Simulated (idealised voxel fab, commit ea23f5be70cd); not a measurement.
Title: Process Module voxel transistor to metal
FYI the section here is cut, 210 nm wide, cells are 5 nm squares.
Cross-section = grid of square cells, listed top down in bands; band = one or more rows. The band entry comprises the height of the band's top followed by the height of its bottom, expressed in nm, and subsequently the band's materials from left to right, each stated together with its width in nm. Where a single material is marked with the word "full width", that material fills the band from edge to edge. The word "empty" represents empty space. Zero point of the height axis is 0; under it, received wafer = one material. Lowest band: continues down indefinitely, "top 0, no bottom". So if you see something like "30..40" for the width, read it as the top row of the band sitting at the first number and the bottom row at the second, with every row in between moving by the same amount as the last. For the purposes of this document, the phrase "no change" attached to a step denotes that no cell within the cross-section was modified by that step. The list in "Sealed internal voids" covers empty spaces of 8 cells or more that cannot reach the top through any open way, and it gives each as width x height at distance; the distance is from the left edge, and width, height and distance are in nm. after a step's settings: what the simulator itself notes on the step. You can add "overlay nm" to a step's line. For a step with a mask, it describes how far the mask lay to the right of its planned position, and a negative number describes a lay to the left.

Here's what the planned process steps look like
- 1: RECEIVE (material Si)
- 2: OXIDIZE (depth nm 5)
- 3: CONFORMAL_DEP (material SiN; thk nm 10)
- 4: MASKED_ETCH (tone cover; mask id ACTIVE; width nm 110; etch materials SiN; depth nm 10; overlay nm 0)
- 5: MASKED_ETCH (tone cover; mask id ACTIVE; width nm 110; etch materials SiO2; depth nm 5; overlay nm 0)
- 6: MASKED_ETCH (tone cover; mask id ACTIVE; width nm 110; etch materials Si; depth nm 20; overlay nm 0)
- 7: FILL_DEP (material SiO2; thk nm 10)
- 8: CMP (height nm 10)
- 9: SELECTIVE_ETCH (etch materials SiO2; depth nm 10)
- 10: STRIP (etch materials SiN)
- 11: SELECTIVE_ETCH (etch materials SiO2; depth nm 5)
- 12: OXIDIZE (depth nm 5)
- 13: DIRECTIONAL_DEP (material polySi; thk nm 20)
- 14: DIRECTIONAL_DEP (material SiCN; thk nm 15)
- 15: DIRECTIONAL_DEP (material aC; thk nm 10)
- 16: PATTERN (tone cover; mask id GATE; material resist; width nm 30; thk nm 25; overlay nm 0)
- 17: DIRECTIONAL_ETCH (etch materials aC; depth nm 10)
- 18: STRIP (etch materials resist)
- 19: DIRECTIONAL_ETCH (etch materials SiCN; depth nm 25)
- 20: DIRECTIONAL_ETCH (etch materials polySi; depth nm 30)
- 21: STRIP (etch materials aC)
- 22: CONFORMAL_DEP (material SiN; thk nm 10)
- 23: DIRECTIONAL_ETCH (etch materials SiN; depth nm 10)
- 24: DIRECTIONAL_ETCH (etch materials SiO2; depth nm 5)
- 25: DIRECTIONAL_ETCH (etch materials Si; depth nm 15)
- 26: EPI (material nSi; thk nm 20)
- 27: FILL_DEP (material SiO2; thk nm 10)
- 28: CMP (height nm 15)
- 29: STRIP (etch materials polySi)
- 30: SELECTIVE_ETCH (etch materials SiO2; depth nm 5)
- 31: CONFORMAL_DEP (material HfO2; thk nm 5)
- 32: CONFORMAL_DEP (material TiN; thk nm 5)
- 33: FILL_DEP (material W; thk nm 10)
- 34: CMP (height nm 10)
- 35: DIRECTIONAL_DEP (material SiO2; thk nm 10)
- 36: DIRECTIONAL_DEP (material aC; thk nm 15)
- 37: PATTERN (tone open; mask id CONTACT; material resist; width nm 15; pitch nm 75; thk nm 35; overlay nm 0)
- 38: DIRECTIONAL_ETCH (etch materials aC; depth nm 15)
- 39: STRIP (etch materials resist)
- 40: DIRECTIONAL_ETCH (etch materials SiO2; depth nm 10)
- 41: STRIP (etch materials aC)
- 42: CONFORMAL_DEP (material TiN; thk nm 5)
- 43: FILL_DEP (material Ru; thk nm 10)
- 44: CMP (height nm 20)
- 45: CONFORMAL_DEP (material SiCN; thk nm 5)
- 46: DIRECTIONAL_DEP (material SiO2; thk nm 15)
- 47: PATTERN (tone open; mask id METAL_1; material resist; width nm 15; pitch nm 75; thk nm 20; overlay nm 0)
- 48: DIRECTIONAL_ETCH (etch materials SiO2; depth nm 15)
- 49: DIRECTIONAL_ETCH (etch materials SiCN; depth nm 5)
- 50: STRIP (etch materials resist)
- 51: CONFORMAL_DEP (material TiN; thk nm 5)
- 52: FILL_DEP (material Ru; thk nm 10)
- 53: CMP (height nm 40)
- 54: CONFORMAL_DEP (material SiN; thk nm 5)

Run as planned: first of two wafers

Received-state cross-section, reflecting completion of step 1
top 0, no bottom: Si full width
Sealed internal voids: none

Cross-section of the wafer after step 2
top 0, bottom -5: SiO2 full width
Everything under -5 stays put, no change at all.

Cross-section of the wafer after step 3
top 10, bottom 0: SiN full width
Everything under 0 stays put, no change at all.

Cross-section of the wafer after step 4
top 10, bottom 0: empty: 50, then SiN: 110, then empty: 50
Everything under 0 stays put, no change at all.

Cross-section of the wafer after step 5
top 10, bottom 0: empty: 50, then SiN: 110, then empty: 50
top 0, bottom -5: empty: 50, then SiO2: 110, then empty: 50
Everything under -5 stays put, no change at all.

Cross-section of the wafer after step 6
top 10, bottom 0: empty: 50, then SiN: 110, then empty: 50
top 0, bottom -5: empty: 50, then SiO2: 110, then empty: 50
top -5, bottom -25: empty: 50, then Si: 110, then empty: 50
Everything under -25 stays put, no change at all.

Cross-section of the wafer after step 7
top 20, bottom 10: SiO2 full width
top 10, bottom 0: SiO2: 50, then SiN: 110, then SiO2: 50
top 0, bottom -5: SiO2 full width
top -5, bottom -25: SiO2: 50, then Si: 110, then SiO2: 50
Everything under -25 stays put, no change at all.

Cross-section of the wafer after step 8
top 10, bottom 0: SiO2: 50, then SiN: 110, then SiO2: 50
Everything under 0 stays put, no change at all.

Cross-section of the wafer after step 9
top 10, bottom 0: empty: 50, then SiN: 110, then empty: 50
Everything under 0 stays put, no change at all.

Cross-section of the wafer after step 10
top 0, bottom -5: SiO2 full width
Everything under -5 stays put, no change at all.

Cross-section of the wafer after step 11
top -5, bottom -25: SiO2: 50, then Si: 110, then SiO2: 50
Everything under -25 stays put, no change at all.

Cross-section of the wafer after step 12
top -5, bottom -10: SiO2 full width
Everything under -10 stays put, no change at all.

Cross-section of the wafer after step 13
top 15, bottom -5: polySi full width
Everything under -5 stays put, no change at all.

Cross-section of the wafer after step 14
top 30, bottom 15: SiCN full width
Everything under 15 stays put, no change at all.

Cross-section of the wafer after step 15
top 40, bottom 30: aC full width
Everything under 30 stays put, no change at all.

Cross-section of the wafer after step 16
top 65, bottom 40: empty: 90, then resist: 30, then empty: 90
Everything under 40 stays put, no change at all.

Cross-section of the wafer after step 17
top 55, bottom 40: empty: 90, then resist: 30, then empty: 90
top 40, bottom 30: empty: 90, then aC: 30, then empty: 90
Everything under 30 stays put, no change at all.

Cross-section of the wafer after step 18
top 40, bottom 30: empty: 90, then aC: 30, then empty: 90
Everything under 30 stays put, no change at all.

Cross-section of the wafer after step 19
top 40, bottom 30: empty: 90, then aC: 30, then empty: 90
top 30, bottom 15: empty: 90, then SiCN: 30, then empty: 90
Everything under 15 stays put, no change at all.

Cross-section of the wafer after step 20
top 40, bottom 30: empty: 90, then aC: 30, then empty: 90
top 30, bottom 15: empty: 90, then SiCN: 30, then empty: 90
top 15, bottom -5: empty: 90, then polySi: 30, then empty: 90
Everything under -5 stays put, no change at all.

Cross-section of the wafer after step 21
top 30, bottom 15: empty: 90, then SiCN: 30, then empty: 90
Everything under 15 stays put, no change at all.

Cross-section of the wafer after step 22
top 40, bottom 30: empty: 80, then SiN: 50, then empty: 80
top 30, bottom 15: empty: 80, then SiN: 10, then SiCN: 30, then SiN: 10, then empty: 80
top 15, bottom 5: empty: 80, then SiN: 10, then polySi: 30, then SiN: 10, then empty: 80
top 5, bottom -5: SiN: 90, then polySi: 30, then SiN: 90
Everything under -5 stays put, no change at all.

Cross-section of the wafer after step 23
top 30, bottom 15: empty: 80, then SiN: 10, then SiCN: 30, then SiN: 10, then empty: 80
top 15, bottom -5: empty: 80, then SiN: 10, then polySi: 30, then SiN: 10, then empty: 80
Everything under -5 stays put, no change at all.

Cross-section of the wafer after step 24
top 30, bottom 15: empty: 80, then SiN: 10, then SiCN: 30, then SiN: 10, then empty: 80
top 15, bottom -5: empty: 80, then SiN: 10, then polySi: 30, then SiN: 10, then empty: 80
top -5, bottom -10: empty: 80, then SiO2: 50, then empty: 80
Everything under -10 stays put, no change at all.

Cross-section of the wafer after step 25
top 30, bottom 15: empty: 80, then SiN: 10, then SiCN: 30, then SiN: 10, then empty: 80
top 15, bottom -5: empty: 80, then SiN: 10, then polySi: 30, then SiN: 10, then empty: 80
top -5, bottom -10: empty: 80, then SiO2: 50, then empty: 80
top -10, bottom -25: SiO2: 50, then empty: 30, then Si: 50, then empty: 30, then SiO2: 50
Everything under -25 stays put, no change at all.

Cross-section of the wafer after step 26
top 30, bottom 15: empty: 80, then SiN: 10, then SiCN: 30, then SiN: 10, then empty: 80
top 15, bottom 10: empty: 80, then SiN: 10, then polySi: 30, then SiN: 10, then empty: 80
top 10, bottom -5: empty: 60, then nSi: 20, then SiN: 10, then polySi: 30, then SiN: 10, then nSi: 20, then empty: 60
top -5, bottom -10: empty: 45, then nSi: 35, then SiO2: 50, then nSi: 35, then empty: 45
top -10, bottom -25: SiO2: 50, then nSi: 30, then Si: 50, then nSi: 30, then SiO2: 50
Everything under -25 stays put, no change at all.

Cross-section of the wafer after step 27
top 40, bottom 30: SiO2 full width
top 30, bottom 15: SiO2: 80, then SiN: 10, then SiCN: 30, then SiN: 10, then SiO2: 80
top 15, bottom 10: SiO2: 80, then SiN: 10, then polySi: 30, then SiN: 10, then SiO2: 80
top 10, bottom -5: SiO2: 60, then nSi: 20, then SiN: 10, then polySi: 30, then SiN: 10, then nSi: 20, then SiO2: 60
top -5, bottom -10: SiO2: 45, then nSi: 35, then SiO2: 50, then nSi: 35, then SiO2: 45
Everything under -10 stays put, no change at all.

Cross-section of the wafer after step 28
top 15, bottom 10: SiO2: 80, then SiN: 10, then polySi: 30, then SiN: 10, then SiO2: 80
Everything under 10 stays put, no change at all.

Cross-section of the wafer after step 29
top 15, bottom 10: SiO2: 80, then SiN: 10, then empty: 30, then SiN: 10, then SiO2: 80
top 10, bottom -5: SiO2: 60, then nSi: 20, then SiN: 10, then empty: 30, then SiN: 10, then nSi: 20, then SiO2: 60
Everything under -5 stays put, no change at all.

Cross-section of the wafer after step 30
top 15, bottom 10: empty: 80, then SiN: 10, then empty: 30, then SiN: 10, then empty: 80
top 10, bottom -5: SiO2: 60, then nSi: 20, then SiN: 10, then empty: 30, then SiN: 10, then nSi: 20, then SiO2: 60
top -5, bottom -10: SiO2: 45, then nSi: 35, then SiO2: 5, then empty: 40, then SiO2: 5, then nSi: 35, then SiO2: 45
Everything under -10 stays put, no change at all.

Cross-section of the wafer after step 31
top 20, bottom 15: empty: 75, then HfO2: 20, then empty: 20, then HfO2: 20, then empty: 75
top 15, bottom 10: HfO2: 80, then SiN: 10, then HfO2: 5, then empty: 20, then HfO2: 5, then SiN: 10, then HfO2: 80
top 10, bottom -5: SiO2: 60, then nSi: 20, then SiN: 10, then HfO2: 5, then empty: 20, then HfO2: 5, then SiN: 10, then nSi: 20, then SiO2: 60
top -5, bottom -10: SiO2: 45, then nSi: 35, then SiO2: 5, then HfO2: 40, then SiO2: 5, then nSi: 35, then SiO2: 45
Everything under -10 stays put, no change at all.

Cross-section of the wafer after step 32
top 25, bottom 20: empty: 70, then TiN: 30, then empty: 10, then TiN: 30, then empty: 70
top 20, bottom 15: TiN: 75, then HfO2: 20, then TiN: 5, then empty: 10, then TiN: 5, then HfO2: 20, then TiN: 75
top 15, bottom 10: HfO2: 80, then SiN: 10, then HfO2: 5, then TiN: 5, then empty: 10, then TiN: 5, then HfO2: 5, then SiN: 10, then HfO2: 80
top 10, bottom 0: SiO2: 60, then nSi: 20, then SiN: 10, then HfO2: 5, then TiN: 5, then empty: 10, then TiN: 5, then HfO2: 5, then SiN: 10, then nSi: 20, then SiO2: 60
top 0, bottom -5: SiO2: 60, then nSi: 20, then SiN: 10, then HfO2: 5, then TiN: 20, then HfO2: 5, then SiN: 10, then nSi: 20, then SiO2: 60
Everything under -5 stays put, no change at all.

Cross-section of the wafer after step 33
top 35, bottom 25: W full width
top 25, bottom 20: W: 70, then TiN: 30, then W: 10, then TiN: 30, then W: 70
top 20, bottom 15: TiN: 75, then HfO2: 20, then TiN: 5, then W: 10, then TiN: 5, then HfO2: 20, then TiN: 75
top 15, bottom 10: HfO2: 80, then SiN: 10, then HfO2: 5, then TiN: 5, then W: 10, then TiN: 5, then HfO2: 5, then SiN: 10, then HfO2: 80
top 10, bottom 0: SiO2: 60, then nSi: 20, then SiN: 10, then HfO2: 5, then TiN: 5, then W: 10, then TiN: 5, then HfO2: 5, then SiN: 10, then nSi: 20, then SiO2: 60
Everything under 0 stays put, no change at all.

Cross-section of the wafer after step 34
top 10, bottom 0: SiO2: 60, then nSi: 20, then SiN: 10, then HfO2: 5, then TiN: 5, then W: 10, then TiN: 5, then HfO2: 5, then SiN: 10, then nSi: 20, then SiO2: 60
Everything under 0 stays put, no change at all.

Cross-section of the wafer after step 35
top 20, bottom 10: SiO2 full width
Everything under 10 stays put, no change at all.

Cross-section of the wafer after step 36
top 35, bottom 20: aC full width
Everything under 20 stays put, no change at all.

Cross-section of the wafer after step 37
top 70, bottom 35: resist: 60, then empty: 15, then resist: 60, then empty: 15, then resist: 60
Everything under 35 stays put, no change at all.

Cross-section of the wafer after step 38
top 55, bottom 35: resist: 60, then empty: 15, then resist: 60, then empty: 15, then resist: 60
top 35, bottom 20: aC: 60, then empty: 15, then aC: 60, then empty: 15, then aC: 60
Everything under 20 stays put, no change at all.

Cross-section of the wafer after step 39
top 35, bottom 20: aC: 60, then empty: 15, then aC: 60, then empty: 15, then aC: 60
Everything under 20 stays put, no change at all.

Cross-section of the wafer after step 40
top 35, bottom 20: aC: 60, then empty: 15, then aC: 60, then empty: 15, then aC: 60
top 20, bottom 10: SiO2: 60, then empty: 15, then SiO2: 60, then empty: 15, then SiO2: 60
Everything under 10 stays put, no change at all.

Cross-section of the wafer after step 41
top 20, bottom 10: SiO2: 60, then empty: 15, then SiO2: 60, then empty: 15, then SiO2: 60
Everything under 10 stays put, no change at all.

Cross-section of the wafer after step 42
top 25, bottom 20: TiN: 65, then empty: 5, then TiN: 70, then empty: 5, then TiN: 65
top 20, bottom 15: SiO2: 60, then TiN: 5, then empty: 5, then TiN: 5, then SiO2: 60, then TiN: 5, then empty: 5, then TiN: 5, then SiO2: 60
top 15, bottom 10: SiO2: 60, then TiN: 15, then SiO2: 60, then TiN: 15, then SiO2: 60
Everything under 10 stays put, no change at all.

Cross-section of the wafer after step 43
top 35, bottom 25: Ru full width
top 25, bottom 20: TiN: 65, then Ru: 5, then TiN: 70, then Ru: 5, then TiN: 65
top 20, bottom 15: SiO2: 60, then TiN: 5, then Ru: 5, then TiN: 5, then SiO2: 60, then TiN: 5, then Ru: 5, then TiN: 5, then SiO2: 60
Everything under 15 stays put, no change at all.

Cross-section of the wafer after step 44
top 20, bottom 15: SiO2: 60, then TiN: 5, then Ru: 5, then TiN: 5, then SiO2: 60, then TiN: 5, then Ru: 5, then TiN: 5, then SiO2: 60
Everything under 15 stays put, no change at all.

Cross-section of the wafer after step 45
top 25, bottom 20: SiCN full width
Everything under 20 stays put, no change at all.

Cross-section of the wafer after step 46
top 40, bottom 25: SiO2 full width
Everything under 25 stays put, no change at all.

Cross-section of the wafer after step 47
top 60, bottom 40: resist: 60, then empty: 15, then resist: 60, then empty: 15, then resist: 60
Everything under 40 stays put, no change at all.

Cross-section of the wafer after step 48
top 60, bottom 40: resist: 60, then empty: 15, then resist: 60, then empty: 15, then resist: 60
top 40, bottom 25: SiO2: 60, then empty: 15, then SiO2: 60, then empty: 15, then SiO2: 60
Everything under 25 stays put, no change at all.

Cross-section of the wafer after step 49
top 60, bottom 40: resist: 60, then empty: 15, then resist: 60, then empty: 15, then resist: 60
top 40, bottom 25: SiO2: 60, then empty: 15, then SiO2: 60, then empty: 15, then SiO2: 60
top 25, bottom 20: SiCN: 60, then empty: 15, then SiCN: 60, then empty: 15, then SiCN: 60
Everything under 20 stays put, no change at all.

Cross-section of the wafer after step 50
top 40, bottom 25: SiO2: 60, then empty: 15, then SiO2: 60, then empty: 15, then SiO2: 60
Everything under 25 stays put, no change at all.

Cross-section of the wafer after step 51
top 45, bottom 40: TiN: 65, then empty: 5, then TiN: 70, then empty: 5, then TiN: 65
top 40, bottom 25: SiO2: 60, then TiN: 5, then empty: 5, then TiN: 5, then SiO2: 60, then TiN: 5, then empty: 5, then TiN: 5, then SiO2: 60
top 25, bottom 20: SiCN: 60, then TiN: 15, then SiCN: 60, then TiN: 15, then SiCN: 60
Everything under 20 stays put, no change at all.

Cross-section of the wafer after step 52
top 55, bottom 45: Ru full width
top 45, bottom 40: TiN: 65, then Ru: 5, then TiN: 70, then Ru: 5, then TiN: 65
top 40, bottom 25: SiO2: 60, then TiN: 5, then Ru: 5, then TiN: 5, then SiO2: 60, then TiN: 5, then Ru: 5, then TiN: 5, then SiO2: 60
Everything under 25 stays put, no change at all.

Cross-section of the wafer after step 53
top 40, bottom 25: SiO2: 60, then TiN: 5, then Ru: 5, then TiN: 5, then SiO2: 60, then TiN: 5, then Ru: 5, then TiN: 5, then SiO2: 60
Everything under 25 stays put, no change at all.

Cross-section of the wafer after step 54
top 45, bottom 40: SiN full width
Everything under 40 stays put, no change at all.

Second wafer - shared start and plan with the first - one error in running - same as the first up to step 46 inclusive

Second wafer, section view, time point: scheduled end of step 47
top 60, bottom 40: resist: 60, then empty: 20, then resist: 55, then empty: 20, then resist: 55
Everything under 40 stays put, no change at all.

Second wafer, section view, time point: scheduled end of step 48
top 60, bottom 40: resist: 60, then empty: 20, then resist: 55, then empty: 20, then resist: 55
top 40, bottom 25: SiO2: 60, then empty: 20, then SiO2: 55, then empty: 20, then SiO2: 55
Everything under 25 stays put, no change at all.

Second wafer, section view, time point: scheduled end of step 49
top 60, bottom 40: resist: 60, then empty: 20, then resist: 55, then empty: 20, then resist: 55
top 40, bottom 25: SiO2: 60, then empty: 20, then SiO2: 55, then empty: 20, then SiO2: 55
top 25, bottom 20: SiCN: 60, then empty: 20, then SiCN: 55, then empty: 20, then SiCN: 55
Everything under 20 stays put, no change at all.

Second wafer, section view, time point: scheduled end of step 50
top 40, bottom 25: SiO2: 60, then empty: 20, then SiO2: 55, then empty: 20, then SiO2: 55
Everything under 25 stays put, no change at all.

Second wafer, section view, time point: scheduled end of step 51
top 45, bottom 40: TiN: 65, then empty: 10, then TiN: 65, then empty: 10, then TiN: 60
top 40, bottom 25: SiO2: 60, then TiN: 5, then empty: 10, then TiN: 5, then SiO2: 55, then TiN: 5, then empty: 10, then TiN: 5, then SiO2: 55
top 25, bottom 20: SiCN: 60, then TiN: 20, then SiCN: 55, then TiN: 20, then SiCN: 55
Everything under 20 stays put, no change at all.

Second wafer, section view, time point: scheduled end of step 52
top 55, bottom 45: Ru full width
top 45, bottom 40: TiN: 65, then Ru: 10, then TiN: 65, then Ru: 10, then TiN: 60
top 40, bottom 25: SiO2: 60, then TiN: 5, then Ru: 10, then TiN: 5, then SiO2: 55, then TiN: 5, then Ru: 10, then TiN: 5, then SiO2: 55
Everything under 25 stays put, no change at all.

Second wafer, section view, time point: scheduled end of step 53
top 40, bottom 25: SiO2: 60, then TiN: 5, then Ru: 10, then TiN: 5, then SiO2: 55, then TiN: 5, then Ru: 10, then TiN: 5, then SiO2: 55
Everything under 25 stays put, no change at all.

Second wafer, section view, time point: scheduled end of step 54
top 45, bottom 40: SiN full width
Everything under 40 stays put, no change at all.
what went wrong: off-plan run, step 47, actual operation and settings PATTERN (tone open; mask id METAL_1; material resist; width nm 20; pitch nm 75; thk nm 20; overlay nm 0)
Looking at both finished wafers in cells, the second ends up ahead of or behind the first on some materials: +6 Ru | -2 SiCN | -6 SiO2 | +2 TiN
